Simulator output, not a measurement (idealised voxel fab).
A process module follows: voxel quadruple lines.
Section cut is 270 nm wide and gridded with 5 nm square cells.
How to read a cross-section here: the picture is a grid of square cells, written as bands going from the top down, and any band can span one or more rows of cells.
Per band: top height and bottom height in nm, followed by the left-to-right materials and their widths in nm; "throughout" marks a single material spanning edge to edge, "air" marks empty space.
Basically, 0 is our baseline, since under it the wafer straight out of the box is all one material. The bottom band has no lower end and keeps on going down, so it looks like "top 0, no bottom".
You'd read "30..40" like this: the band's top row of cells is as wide as the first number, its bottom row is as wide as the second, and going down, every row changes width by the same amount as the row before did.
Key: "all unchanged" - step with no changed cell in the cross-section.
Each empty space that has no open way to the top and spans at least 8 cells appears under "Fully sealed voids" as width x height at distance, the distance counted from the left edge, all in nm.
If you see something after the settings on a step's line, that's the simulator's own remark about that step.
Among the settings permitted on a step's line is "overlay nm"; applied to a step with a mask, it specifies the extent to which the mask lay to the right of its planned position, whereas a negative figure signifies a position to the left.
# These are the steps we planned for the process
step 1: RECEIVE (material Si)
step 2: CONFORMAL_DEP (material Al2O3; thk nm 10)
step 3: DIRECTIONAL_DEP (material TiN; thk nm 10)
step 4: DIRECTIONAL_DEP (material polySi; thk nm 15)
step 5: DIRECTIONAL_DEP (material aC; thk nm 25)
step 6: PATTERN (tone cover; mask id MANDREL; material resist; width nm 20; pitch nm 60; thk nm 30; overlay nm 0)
step 7: DIRECTIONAL_ETCH (etch materials aC; depth nm 25)
step 8: STRIP (etch materials resist)
step 9: CONFORMAL_DEP (material SiO2; thk nm 10)
step 10: DIRECTIONAL_ETCH (etch materials SiO2; depth nm 10)
step 11: STRIP (etch materials aC)
step 12: DIRECTIONAL_ETCH (etch materials polySi; depth nm 15)
step 13: STRIP (etch materials SiO2)
step 14: CONFORMAL_DEP (material SiCN; thk nm 5)
step 15: DIRECTIONAL_ETCH (etch materials SiCN; depth nm 5)
step 16: STRIP (etch materials polySi)
step 17: DIRECTIONAL_ETCH (etch materials TiN; depth nm 10)
step 18: STRIP (etch materials SiCN)
# Incoming wafer, cross-sectional view, post step 1
    top 0, no bottom | Si throughout
    Fully sealed voids: none
# The first of the two wafers as seen in cross-section once the module was finished; processing followed the plan
    top 20, bottom 10 | air 80 nm, then TiN 5 nm, then air 10 nm, then TiN 5 nm, then air 10 nm, then TiN 5 nm, then air 10 nm, then TiN 5 nm, then air 10 nm, then TiN 5 nm, then air 10 nm, then TiN 5 nm, then air 10 nm, then TiN 5 nm, then air 10 nm, then TiN 5 nm, then air 80 nm
    top 10, bottom 0 | Al2O3 throughout
    top 0, no bottom | Si throughout
    Fully sealed voids: none
# End-of-module cross-section of the second wafer: identical starting point and process plan to the first, with one processing mistake
    top 20, bottom 15 | air 80 nm, then TiN 5 nm, then air 10 nm, then TiN 5 nm, then air 10 nm, then TiN 5 nm, then air 10 nm, then TiN 5 nm, then air 10 nm, then TiN 5 nm, then air 10 nm, then TiN 5 nm, then air 10 nm, then TiN 5 nm, then air 10 nm, then TiN 5 nm, then air 80 nm
    top 15, bottom 10 | TiN throughout
    top 10, bottom 0 | Al2O3 throughout
    top 0, no bottom | Si throughout
    Fully sealed voids: none
Finding, execution versus plan: contrary to plan, step 17 was performed as DIRECTIONAL_ETCH (etch materials TiN; depth nm 5)
The closing comparison, in cells, has the second wafer with more or fewer of some materials than the first: 46 more of TiN
